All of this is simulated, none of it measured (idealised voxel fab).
This is a process module. Its name is voxel local oxidation.
For reference, the cross-section in this document is cut, with width 230 nm and square cells of 5 nm.
Bands, listed from the top down, are how a cross-section gets written in this document; the cross-section itself is a grid of square cells, and a band is one or more rows of them.
The band entry comprises the height of the band's top followed by the height of its bottom, expressed in nm, and subsequently the band's materials from left to right, each stated together with its width in nm. Where a single material is marked with the word "everywhere", that material fills the band from edge to edge. The word "air" represents empty space.
Measure heights from 0. That's the level where, below it, the as-received wafer is all one material. The lowest band is bottomless and extends downward; write it as in "z 0 and below".
Width spec "30->40" -> top row of cells at first value, bottom row at second value, equal per-row change in between.
It should be understood that the words "same as before", when stated for a given step, signify that the cross-section underwent no change in any of its cells during that step.
Listed in "Closed void table": every empty space of 8 or more cells without an open way to the top. Form: width x height at distance, the distance being from the left edge, all in nm.
Step line, after settings: the simulator's comment on this step.
What "overlay nm" on a step's line means: if the step has a mask, that mask lay this far to the right of its planned place, or, when the value is negative, to the left.
List of planned process steps
1) RECEIVE [material Si]
2) CONFORMAL_DEP [material SiO2] [thk nm 5]
3) CONFORMAL_DEP [material SiN] [thk nm 15]
4) DIRECTIONAL_DEP [material aC] [thk nm 15]
5) PATTERN [tone cover] [mask id ACTIVE] [material resist] [width nm 120] [thk nm 30] [overlay nm 0]
6) DIRECTIONAL_ETCH [etch materials aC] [depth nm 15]
7) STRIP [etch materials resist]
8) DIRECTIONAL_ETCH [etch materials SiN] [depth nm 15]
9) STRIP [etch materials aC]
10) SELECTIVE_ETCH [etch materials SiO2] [depth nm 5]
11) OXIDIZE [depth nm 15]
12) STRIP [etch materials SiN]
Shown in cross-section is the wafer as received, that is, as it stands after step 1
- z 0 and below: Si everywhere
- Closed void table: none
Result of the module, cross-sectioned: start per above, plan per above, one error in how it was run
- z 5 to 0: air: 65, SiO2: 110, air: 55
- z 0 to -15: SiO2: 80, Si: 80, SiO2: 70
- z -15 and below: Si everywhere
- Closed void table: none
So what did we get wrong on this run? the process deviated at step 5: the operation and settings actually run there were PATTERN [tone cover] [mask id ACTIVE] [material resist] [width nm 120] [thk nm 30] [overlay nm 5]
